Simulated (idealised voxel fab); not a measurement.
This section sets out a process module, namely voxel self aligned contacts.
Pictured: cross-section cut, 215 nm wide, on a grid of 5 nm square cells.
Square cells in a grid make up a cross-section in this document, and the grid is given as bands, listed from the top down, each one or more rows of cells.
Per band: top height and bottom height in nm, followed by the left-to-right materials and their widths in nm; "throughout" marks a single material spanning edge to edge, "empty" marks empty space.
Height reference: 0 = level under which incoming wafer is all one material. Lowest band: no bottom, runs on downward, e.g. "0 and below".
The two numbers in a width such as "30 to 40" mark its ends across the band: the first belongs to the top row of cells, the second to the bottom row, and from each row to the next the width moves by the same amount.
It should be understood that the words "nothing altered", when stated for a given step, signify that the cross-section underwent no change in any of its cells during that step.
Closed-off voids of 8+ cells (no open route to the top) go in "Enclosed cavities", written width x height at distance from the left edge, in nm.
Heads up: the bit after the settings on a step's line is the simulator's remark on that step.
"overlay nm" denotes, for a step that has a mask, the displacement of the mask to the right of its planned place, with negative values corresponding to the left.

LISTED BELOW ARE THE PROCESS STEPS AS PLANNED
1,RECEIVE, material Si
2,CONFORMAL_DEP, material SiO2, thk nm 5
3,DIRECTIONAL_DEP, material polySi, thk nm 30
4,DIRECTIONAL_DEP, material SiN, thk nm 15
5,DIRECTIONAL_DEP, material aC, thk nm 15
6,PATTERN, tone cover, mask id GATE, material resist, width nm 35, pitch nm 60, thk nm 30, overlay nm 0
7,DIRECTIONAL_ETCH, etch materials aC, depth nm 15
8,STRIP, etch materials resist
9,DIRECTIONAL_ETCH, etch materials SiN, depth nm 15
10,DIRECTIONAL_ETCH, etch materials polySi, depth nm 30
11,STRIP, etch materials aC
12,CONFORMAL_DEP, material SiN, thk nm 5
13,DIRECTIONAL_ETCH, etch materials SiN, depth nm 5
14,FILL_DEP, material SiO2, thk nm 20
15,CMP, height nm 60
16,PATTERN, tone open, mask id CONTACT, material resist, width nm 45, thk nm 20, overlay nm 0
17,DIRECTIONAL_ETCH, etch materials SiO2, depth nm 60
18,STRIP, etch materials resist
19,CONFORMAL_DEP, material TiN, thk nm 5
20,FILL_DEP, material W, thk nm 5
21,CMP, height nm 60
22,CONFORMAL_DEP, material SiN, thk nm 5

DELIVERED WAFER IN CROSS-SECTION: STATE AFTER STEP 1
  0 and below: Si throughout
  Enclosed cavities: none

A WAFER AT THE END: THIS START, THIS PLAN, ONE MISTAKE
  65 down to 60: SiN throughout
  60 down to 55: 85 SiO2, 20 TiN, 5 W, 20 TiN, 85 SiO2
  55 down to 40: 55 SiO2, 45 SiN, 5 TiN, 5 W, 5 TiN, 45 SiN, 55 SiO2
  40 down to 15: 55 SiO2, 5 SiN, 35 polySi, 5 SiN, 5 TiN, 5 W, 5 TiN, 5 SiN, 35 polySi, 5 SiN, 55 SiO2
  15 down to 10: 55 SiO2, 5 SiN, 35 polySi, 5 SiN, 15 TiN, 5 SiN, 35 polySi, 5 SiN, 55 SiO2
  10 down to 5: polySi throughout
  5 down to 0: SiO2 throughout
  0 and below: Si throughout
  Enclosed cavities: none
Diagnosis: step 3 off recipe, ran as DIRECTIONAL_DEP, material polySi, thk nm 35
